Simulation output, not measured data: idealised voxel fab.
Process module under the name voxel trench capacitor
It is cross-section cut that appears here, measuring 180 nm in width, its square cells being 5 nm in size.
In this document a cross-section is written as a grid of square cells. It is given as a series of bands, listed from the top down, and a band is one or more rows of cells. First you get the band's top height and its bottom height, in nm, and then the materials it's made of, left to right, with each width in nm. If you see a single material with "all across", that one covers the band edge to edge. "air" is empty space. Height is counted from the level 0, under which the received wafer is composed throughout of one material. The lowest of the bands is not closed at the bottom but continues downward, in the notation "from 0 down". Read "30..40" as a graded width: first number on top, second number at the bottom, same change between each pair of neighbouring rows. It should be understood that the words "nothing changed", when stated for a given step, signify that the cross-section underwent no change in any of its cells during that step. Any empty space of 8 cells or more lacking an open way to the top shows up in "closed voids" as width x height at distance, distance from the left edge, in nm. Step line, after settings: the simulator's comment on this step. overlay nm: where the mask lay relative to plan, measured to the right, on steps with a mask; negatives go left.

# The planned process steps are enumerated hereunder
- 1: RECEIVE with material Si
- 2: CONFORMAL_DEP with material SiN, thk nm 10
- 3: DIRECTIONAL_DEP with material aC, thk nm 10
- 4: PATTERN with tone open, mask id TRENCH, material resist, width nm 25, pitch nm 55, thk nm 25, overlay nm 0
- 5: DIRECTIONAL_ETCH with etch materials aC, depth nm 10
- 6: STRIP with etch materials resist
- 7: DIRECTIONAL_ETCH with etch materials SiN, depth nm 10
- 8: DIRECTIONAL_ETCH with etch materials Si, depth nm 40
- 9: STRIP with etch materials aC
- 10: CONFORMAL_DEP with material SiO2, thk nm 5
- 11: FILL_DEP with material polySi, thk nm 10
- 12: CMP with height nm 10

# First of two wafers - as planned

# As-received wafer cross-section (after step 1)
  from 0 down = Si all across
  closed voids: none

# Step 2 complete: cross-section through the wafer
  from 10 to 0 = SiN all across
  No changes below 0.

# Step 3 complete: cross-section through the wafer
  from 20 to 10 = aC all across
  No changes below 10.

# Step 4 complete: cross-section through the wafer
  from 45 to 20 = resist (50)  air (25)  resist (30)  air (25)  resist (50)
  No changes below 20.

# Step 5 complete: cross-section through the wafer
  from 35 to 20 = resist (50)  air (25)  resist (30)  air (25)  resist (50)
  from 20 to 10 = aC (50)  air (25)  aC (30)  air (25)  aC (50)
  No changes below 10.

# Step 6 complete: cross-section through the wafer
  from 20 to 10 = aC (50)  air (25)  aC (30)  air (25)  aC (50)
  No changes below 10.

# Step 7 complete: cross-section through the wafer
  from 20 to 10 = aC (50)  air (25)  aC (30)  air (25)  aC (50)
  from 10 to 0 = SiN (50)  air (25)  SiN (30)  air (25)  SiN (50)
  No changes below 0.

# Step 8 complete: cross-section through the wafer
  from 20 to 10 = aC (50)  air (25)  aC (30)  air (25)  aC (50)
  from 10 to 0 = SiN (50)  air (25)  SiN (30)  air (25)  SiN (50)
  from 0 to -40 = Si (50)  air (25)  Si (30)  air (25)  Si (50)
  No changes below -40.

# Step 9 complete: cross-section through the wafer
  from 10 to 0 = SiN (50)  air (25)  SiN (30)  air (25)  SiN (50)
  No changes below 0.

# Step 10 complete: cross-section through the wafer
  from 15 to 10 = SiO2 (55)  air (15)  SiO2 (40)  air (15)  SiO2 (55)
  from 10 to 0 = SiN (50)  SiO2 (5)  air (15)  SiO2 (5)  SiN (30)  SiO2 (5)  air (15)  SiO2 (5)  SiN (50)
  from 0 to -35 = Si (50)  SiO2 (5)  air (15)  SiO2 (5)  Si (30)  SiO2 (5)  air (15)  SiO2 (5)  Si (50)
  from -35 to -40 = Si (50)  SiO2 (25)  Si (30)  SiO2 (25)  Si (50)
  No changes below -40.

# Step 11 complete: cross-section through the wafer
  from 25 to 15 = polySi all across
  from 15 to 10 = SiO2 (55)  polySi (15)  SiO2 (40)  polySi (15)  SiO2 (55)
  from 10 to 0 = SiN (50)  SiO2 (5)  polySi (15)  SiO2 (5)  SiN (30)  SiO2 (5)  polySi (15)  SiO2 (5)  SiN (50)
  from 0 to -35 = Si (50)  SiO2 (5)  polySi (15)  SiO2 (5)  Si (30)  SiO2 (5)  polySi (15)  SiO2 (5)  Si (50)
  No changes below -35.

# Step 12 complete: cross-section through the wafer
  from 10 to 0 = SiN (50)  SiO2 (5)  polySi (15)  SiO2 (5)  SiN (30)  SiO2 (5)  polySi (15)  SiO2 (5)  SiN (50)
  No changes below 0.

# The second wafer began exactly as the first did and followed the same plan, but one mistake was made while running it; through step 3 inclusive, the two wafers are identical

# Second wafer cross-section, taken as of the time the plan sets for step 4 to be done
  from 45 to 20 = resist (55)  air (15)  resist (40)  air (15)  resist (55)
  No changes below 20.

# Second wafer cross-section, taken as of the time the plan sets for step 5 to be done
  from 35 to 20 = resist (55)  air (15)  resist (40)  air (15)  resist (55)
  from 20 to 10 = aC (55)  air (15)  aC (40)  air (15)  aC (55)
  No changes below 10.

# Second wafer cross-section, taken as of the time the plan sets for step 6 to be done
  from 20 to 10 = aC (55)  air (15)  aC (40)  air (15)  aC (55)
  No changes below 10.

# Second wafer cross-section, taken as of the time the plan sets for step 7 to be done
  from 20 to 10 = aC (55)  air (15)  aC (40)  air (15)  aC (55)
  from 10 to 0 = SiN (55)  air (15)  SiN (40)  air (15)  SiN (55)
  No changes below 0.

# Second wafer cross-section, taken as of the time the plan sets for step 8 to be done
  from 20 to 10 = aC (55)  air (15)  aC (40)  air (15)  aC (55)
  from 10 to 0 = SiN (55)  air (15)  SiN (40)  air (15)  SiN (55)
  from 0 to -40 = Si (55)  air (15)  Si (40)  air (15)  Si (55)
  No changes below -40.

# Second wafer cross-section, taken as of the time the plan sets for step 9 to be done
  from 10 to 0 = SiN (55)  air (15)  SiN (40)  air (15)  SiN (55)
  No changes below 0.

# Second wafer cross-section, taken as of the time the plan sets for step 10 to be done
  from 15 to 10 = SiO2 (60)  air (5)  SiO2 (50)  air (5)  SiO2 (60)
  from 10 to 0 = SiN (55)  SiO2 (5)  air (5)  SiO2 (5)  SiN (40)  SiO2 (5)  air (5)  SiO2 (5)  SiN (55)
  from 0 to -35 = Si (55)  SiO2 (5)  air (5)  SiO2 (5)  Si (40)  SiO2 (5)  air (5)  SiO2 (5)  Si (55)
  from -35 to -40 = Si (55)  SiO2 (15)  Si (40)  SiO2 (15)  Si (55)
  No changes below -40.

# Second wafer cross-section, taken as of the time the plan sets for step 11 to be done
  from 25 to 15 = polySi all across
  from 15 to 10 = SiO2 (60)  polySi (5)  SiO2 (50)  polySi (5)  SiO2 (60)
  from 10 to 0 = SiN (55)  SiO2 (5)  polySi (5)  SiO2 (5)  SiN (40)  SiO2 (5)  polySi (5)  SiO2 (5)  SiN (55)
  from 0 to -35 = Si (55)  SiO2 (5)  polySi (5)  SiO2 (5)  Si (40)  SiO2 (5)  polySi (5)  SiO2 (5)  Si (55)
  No changes below -35.

# Second wafer cross-section, taken as of the time the plan sets for step 12 to be done
  from 10 to 0 = SiN (55)  SiO2 (5)  polySi (5)  SiO2 (5)  SiN (40)  SiO2 (5)  polySi (5)  SiO2 (5)  SiN (55)
  No changes below 0.
Against the plan, the run slipped here: so step 4 ended up running with a different setting than we planned, it ran as PATTERN with tone open, mask id TRENCH, material resist, width nm 15, pitch nm 55, thk nm 25, overlay nm 0
Cell-count delta at end, second wafer over first, by material: Si: 32 more, SiN: 8 more, SiO2: 4 fewer, polySi: 36 fewer
